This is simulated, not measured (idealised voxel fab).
Process module name: voxel wiring stack
For reference, the cross-section in this document is cut, with width 220 nm and square cells of 5 nm.
For the purposes of this document, a cross-section shall be understood as a grid of square cells, specified as bands listed in top-to-bottom order, each band consisting of one or more rows of cells.
It is stipulated that each band's entry specify, in nanometres, the height of the top of the band and then that of its bottom, followed by the materials of the band in left-to-right sequence, each together with its width in nanometres. A single material marked by the word "everywhere" is understood to fill the band from edge to edge; the word "empty" is understood to denote empty space.
Where do heights start? At 0: under that level the wafer as delivered is made of one material only. And the lowest band has no floor; it just carries on downward, as in "z 0 and below".
The two numbers in a width such as "30->40" mark its ends across the band: the first belongs to the top row of cells, the second to the bottom row, and from each row to the next the width moves by the same amount.
Key: "stayed the same" - step with no changed cell in the cross-section.
Entry "Encapsulated voids" = empty spaces >= 8 cells with no open way to the top; each as width x height at distance, distance from left edge, all nm.
Text after the settings on a step's line: the simulator's own remark on that step.
What "overlay nm" on a step's line means: if the step has a mask, that mask lay this far to the right of its planned place, or, when the value is negative, to the left.

## The process steps that were planned are listed below
| 1 | op RECEIVE | material Si |
| 2 | op CONFORMAL_DEP | material SiO2 | thk nm 15 |
| 3 | op CONFORMAL_DEP | material SiN | thk nm 5 |
| 4 | op DIRECTIONAL_DEP | material SiO2 | thk nm 25 |
| 5 | op MASKED_ETCH | tone open | mask id METAL_1 | width nm 25 | pitch nm 45 | etch materials SiO2 | depth nm 25 | overlay nm 0 |
| 6 | op MASKED_ETCH | tone open | mask id METAL_1 | width nm 25 | pitch nm 45 | etch materials SiN | depth nm 5 | overlay nm 0 |
| 7 | op CONFORMAL_DEP | material TiN | thk nm 5 |
| 8 | op FILL_DEP | material Cu | thk nm 10 |
| 9 | op CMP | height nm 45 |
| 10 | op CONFORMAL_DEP | material SiCN | thk nm 5 |
| 11 | op DIRECTIONAL_DEP | material SiO2 | thk nm 15 |
| 12 | op MASKED_ETCH | tone open | mask id PLUG_1 | width nm 15 | pitch nm 45 | etch materials SiO2 | depth nm 15 | overlay nm 0 |
| 13 | op MASKED_ETCH | tone open | mask id PLUG_1 | width nm 15 | pitch nm 45 | etch materials SiCN | depth nm 5 | overlay nm 0 |
| 14 | op EPI | material Ru | thk nm 10 |
| 15 | op EPI | material Ru | thk nm 10 |
| 16 | op CONFORMAL_DEP | material SiN | thk nm 5 |
| 17 | op DIRECTIONAL_DEP | material lowk | thk nm 20 |
| 18 | op PATTERN | tone open | mask id METAL_2 | material resist | width nm 25 | pitch nm 45 | thk nm 20 | overlay nm -15 |
| 19 | op DIRECTIONAL_ETCH | etch materials lowk | depth nm 20 |
| 20 | op DIRECTIONAL_ETCH | etch materials SiN | depth nm 5 |
| 21 | op STRIP | etch materials resist |
| 22 | op CONFORMAL_DEP | material TiN | thk nm 5 |
| 23 | op FILL_DEP | material Cu | thk nm 10 |
| 24 | op CMP | height nm 90 |
| 25 | op CONFORMAL_DEP | material SiCN | thk nm 5 |
| 26 | op DIRECTIONAL_DEP | material SiO2 | thk nm 30 |
| 27 | op MASKED_ETCH | tone open | mask id METAL_3_HOLES | width nm 15 | pitch nm 45 | etch materials SiO2 | depth nm 30 | overlay nm 0 |
| 28 | op MASKED_ETCH | tone open | mask id METAL_3 | width nm 25 | pitch nm 45 | etch materials SiO2 | depth nm 20 | overlay nm 0 |
| 29 | op MASKED_ETCH | tone open | mask id METAL_3 | width nm 25 | pitch nm 45 | etch materials SiCN | depth nm 5 | overlay nm 0 |
| 30 | op CONFORMAL_DEP | material TiN | thk nm 5 |
| 31 | op FILL_DEP | material Cu | thk nm 10 |
| 32 | op CMP | height nm 125 |
| 33 | op CONFORMAL_DEP | material SiCN | thk nm 5 |
| 34 | op DIRECTIONAL_DEP | material lowk | thk nm 25 |
| 35 | op MASKED_ETCH | tone open | mask id METAL_4_HOLES | width nm 15 | pitch nm 90 | etch materials lowk | depth nm 25 | overlay nm 0 |
| 36 | op PATTERN | tone open | mask id METAL_4 | material resist | width nm 25 | pitch nm 45 | thk nm 20 | overlay nm 0 |
| 37 | op DIRECTIONAL_ETCH | etch materials lowk | depth nm 15 |
| 38 | op DIRECTIONAL_ETCH | etch materials SiCN | depth nm 5 |
| 39 | op STRIP | etch materials resist |
| 40 | op CONFORMAL_DEP | material TiN | thk nm 5 |
| 41 | op FILL_DEP | material Cu | thk nm 10 |
| 42 | op CMP | height nm 155 |
| 43 | op CONFORMAL_DEP | material SiCN | thk nm 5 |
The wafers in this document start out alike and differ in the overlay nm applied at step 18; the plan shows the value used for the first wafer.

## The first of several wafers as received, shown in cross-section; this is its state after step 1
  z 0 and below = Si everywhere
  Encapsulated voids: none

## Each row below is a wafer at the end of the module, listing for every material the number of cells it has gained (+) or lost (-) since it was received, followed by its closed voids
overlay nm -15, +141 Cu, +36 Ru, +152 SiCN, +58 SiN, +568 SiO2, +174 TiN, +279 lowk, Encapsulated voids: none
overlay nm -10, +141 Cu, +36 Ru, +152 SiCN, +58 SiN, +568 SiO2, +174 TiN, +279 lowk, Encapsulated voids: none
overlay nm -5, +141 Cu, +36 Ru, +152 SiCN, +58 SiN, +568 SiO2, +174 TiN, +279 lowk, Encapsulated voids: none
overlay nm 0, +141 Cu, +36 Ru, +152 SiCN, +58 SiN, +568 SiO2, +174 TiN, +279 lowk, Encapsulated voids: none
overlay nm 5, +141 Cu, +36 Ru, +152 SiCN, +58 SiN, +568 SiO2, +174 TiN, +279 lowk, Encapsulated voids: none
overlay nm 10, +141 Cu, +36 Ru, +152 SiCN, +58 SiN, +568 SiO2, +174 TiN, +279 lowk, Encapsulated voids: none
overlay nm 15, +141 Cu, +36 Ru, +152 SiCN, +58 SiN, +568 SiO2, +174 TiN, +279 lowk, Encapsulated voids: none
